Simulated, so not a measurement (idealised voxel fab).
Presented below is a process module, voxel lift off.
Pictured: cross-section cut, 140 nm wide, on a grid of 5 nm square cells.
Notation: cross-section as square-cell grid; stated in bands, top first, going down; one or more cell rows per band.
Band entry format. Leading values: height of top, height of bottom, nm. Remainder: materials in left-to-right order, each with its width in nm. Special words: "everywhere" on a single material, which then fills the band edge to edge; "empty", empty space.
Note: height 0 marks the level under which the wafer is uniformly one material as received. Lowest band unbounded below, written "0 -> down".
Note: "30..40" means the width goes from the first number (top row of the band) to the second number (bottom row) in equal steps per row of cells.
"nothing was modified" (step): cross-section cells unchanged, all of them.
So "Sealed void listing" is basically the list of trapped voids: any empty space of 8 cells or more that can't reach the top through an opening. They're written width x height at distance, the distance being from the left edge, and it's all nm.
It should be noted that, on the line of a given step, the content following the step's settings is a remark produced by the simulator itself with respect to that step.
The optional step-line setting "overlay nm" applies to steps with a mask and quantifies how far to the right of its planned location the mask lay, a negative value indicating leftward placement.
List of planned process steps:
step 1: op RECEIVE | material Si
step 2: op CONFORMAL_DEP | material Al2O3 | thk nm 10
step 3: op PATTERN | tone open | mask id LINES | material resist | width nm 20 | pitch nm 35 | thk nm 25 | overlay nm 0
step 4: op DIRECTIONAL_DEP | material Ru | thk nm 10
step 5: op STRIP | etch materials resist
step 6: op CONFORMAL_DEP | material SiCN | thk nm 10
As received, after step 1:
	0 -> down | Si everywhere
	Sealed void listing: none
Cross-section, first of two wafers, end of module, run as planned:
	30 -> 20 | empty (30) / SiCN (75) / empty (35)
	20 -> 10 | SiCN (40) / Ru (20) / SiCN (15) / Ru (20) / SiCN (45)
	10 -> 0 | Al2O3 everywhere
	0 -> down | Si everywhere
	Sealed void listing: none
This cross-section belongs to the second wafer of two at the end of the module; the start and the plan were shared with the first, and the run included one mistake:
	35 -> 25 | empty (25) / SiCN (85) / empty (30)
	25 -> 20 | SiCN everywhere
	20 -> 10 | SiCN (40) / Ru (20) / SiCN (15) / Ru (20) / SiCN (45)
	10 -> 0 | Al2O3 everywhere
	0 -> down | Si everywhere
	Sealed void listing: none
What was the processing mistake? step 6 was not run as planned; what actually ran was op CONFORMAL_DEP | material SiCN | thk nm 15
Upon completion, the second wafer contains, in terms of cells, a greater or smaller amount of certain materials than the first wafer: SiCN +32
